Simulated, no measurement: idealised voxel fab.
Presented below is a process module, voxel wiring stack.
Each square cell in cross-section cut measures 5 nm, and the section as a whole is 205 nm wide.
The cross-sections in this document take the form of a grid made of square cells. They are written out as bands, in order from top to bottom. Each band consists of one or more rows of cells. The band entry comprises the height of the band's top followed by the height of its bottom, expressed in nm, and subsequently the band's materials from left to right, each stated together with its width in nm. Where a single material is marked with the word "all across", that material fills the band from edge to edge. The word "empty" represents empty space. Convention: height 0 is the level below which the wafer, as received, is all one material. The lowest band does not terminate at the bottom but continues downward, represented as "0 -> down". It should be noted that a width expressed as "30->40" varies in equal increments from row to row of cells within the band, taking the value of the first number at the top row and that of the second number at the bottom row. Step marked "nothing got changed"? Then no cell in the cross-section changed in it. This entry, "Completely enclosed voids", enumerates those empty regions of no fewer than 8 cells that possess no open connection to the top. Each region is reported in the form width x height at distance, the distance being taken from the left edge, with all three quantities expressed in nm. Note: text after step settings on the step line = simulator remark on that step. The optional step-line setting "overlay nm" applies to steps with a mask and quantifies how far to the right of its planned location the mask lay, a negative value indicating leftward placement.
Steps in the process plan
| 1 | RECEIVE: material Si |
| 2 | CONFORMAL_DEP: material SiO2, thk nm 15 |
| 3 | DIRECTIONAL_DEP: material TiN, thk nm 5 |
| 4 | DIRECTIONAL_DEP: material W, thk nm 15 |
| 5 | MASKED_ETCH: tone cover, mask id METAL_1, width nm 30, pitch nm 60, etch materials W, depth nm 15, overlay nm 0 |
| 6 | MASKED_ETCH: tone cover, mask id METAL_1, width nm 30, pitch nm 60, etch materials TiN, depth nm 5, overlay nm 0 |
| 7 | CONFORMAL_DEP: material SiN, thk nm 5 |
| 8 | FILL_DEP: material lowk, thk nm 10 |
| 9 | CMP: height nm 35 |
| 10 | CONFORMAL_DEP: material SiCN, thk nm 5 |
| 11 | DIRECTIONAL_DEP: material SiO2, thk nm 20 |
| 12 | DIRECTIONAL_DEP: material aC, thk nm 10 |
| 13 | PATTERN: tone open, mask id PLUG_1, material resist, width nm 15, pitch nm 60, thk nm 25, overlay nm 0 |
| 14 | DIRECTIONAL_ETCH: etch materials aC, depth nm 10 |
| 15 | STRIP: etch materials resist |
| 16 | DIRECTIONAL_ETCH: etch materials SiO2, depth nm 20 |
| 17 | DIRECTIONAL_ETCH: etch materials SiCN, depth nm 5 |
| 18 | STRIP: etch materials aC |
| 19 | EPI: material Ru, thk nm 10 |
| 20 | EPI: material Ru, thk nm 10 |
| 21 | EPI: material Ru, thk nm 5 |
| 22 | DIRECTIONAL_DEP: material TiN, thk nm 5 |
| 23 | DIRECTIONAL_DEP: material Ru, thk nm 15 |
| 24 | PATTERN: tone cover, mask id METAL_2, material resist, width nm 30, pitch nm 60, thk nm 20, overlay nm 0 |
| 25 | DIRECTIONAL_ETCH: etch materials Ru, depth nm 15 |
| 26 | DIRECTIONAL_ETCH: etch materials TiN, depth nm 5 |
| 27 | STRIP: etch materials resist |
| 28 | CONFORMAL_DEP: material SiCN, thk nm 5 |
| 29 | FILL_DEP: material lowk, thk nm 5 |
| 30 | CMP: height nm 80 |
| 31 | CONFORMAL_DEP: material SiCN, thk nm 5 |
Cross-section of the wafer upon arrival, representing the state reached after step 1
	0 -> down: Si all across
	Completely enclosed voids: none
End-of-module cross-section. Starting structure and process plan as above; one mistake made in running it
	85 -> 80: SiCN all across
	80 -> 65: 20 nm lowk | 5 nm SiCN | 30 nm Ru | 5 nm SiCN | 20 nm lowk | 5 nm SiCN | 30 nm Ru | 5 nm SiCN | 20 nm lowk | 5 nm SiCN | 30 nm Ru | 5 nm SiCN | 25 nm lowk
	65 -> 60: 25 nm SiCN | 30 nm TiN | 30 nm SiCN | 30 nm TiN | 30 nm SiCN | 30 nm TiN | 30 nm SiCN
	60 -> 40: 25 nm SiO2 | 15 nm Ru | 45 nm SiO2 | 15 nm Ru | 45 nm SiO2 | 15 nm Ru | 45 nm SiO2
	40 -> 35: 25 nm SiCN | 15 nm Ru | 45 nm SiCN | 15 nm Ru | 45 nm SiCN | 15 nm Ru | 45 nm SiCN
	35 -> 25: 20 nm lowk | 5 nm SiN | 30 nm W | 5 nm SiN | 20 nm lowk | 5 nm SiN | 30 nm W | 5 nm SiN | 20 nm lowk | 5 nm SiN | 30 nm W | 5 nm SiN | 25 nm lowk
	25 -> 20: 20 nm lowk | 5 nm SiN | 30 nm W | 15 nm SiN | 10 nm lowk | 5 nm SiN | 30 nm W | 15 nm SiN | 10 nm lowk | 5 nm SiN | 30 nm W | 15 nm SiN | 15 nm lowk
	20 -> 15: 25 nm SiN | 40 nm TiN | 20 nm SiN | 40 nm TiN | 20 nm SiN | 40 nm TiN | 20 nm SiN
	15 -> 0: SiO2 all across
	0 -> down: Si all across
	Completely enclosed voids: none
Deviation noted in wafer processing: step 6 did not happen as planned, as run it was MASKED_ETCH: tone cover, mask id METAL_1, width nm 30, pitch nm 60, etch materials TiN, depth nm 5, overlay nm 10
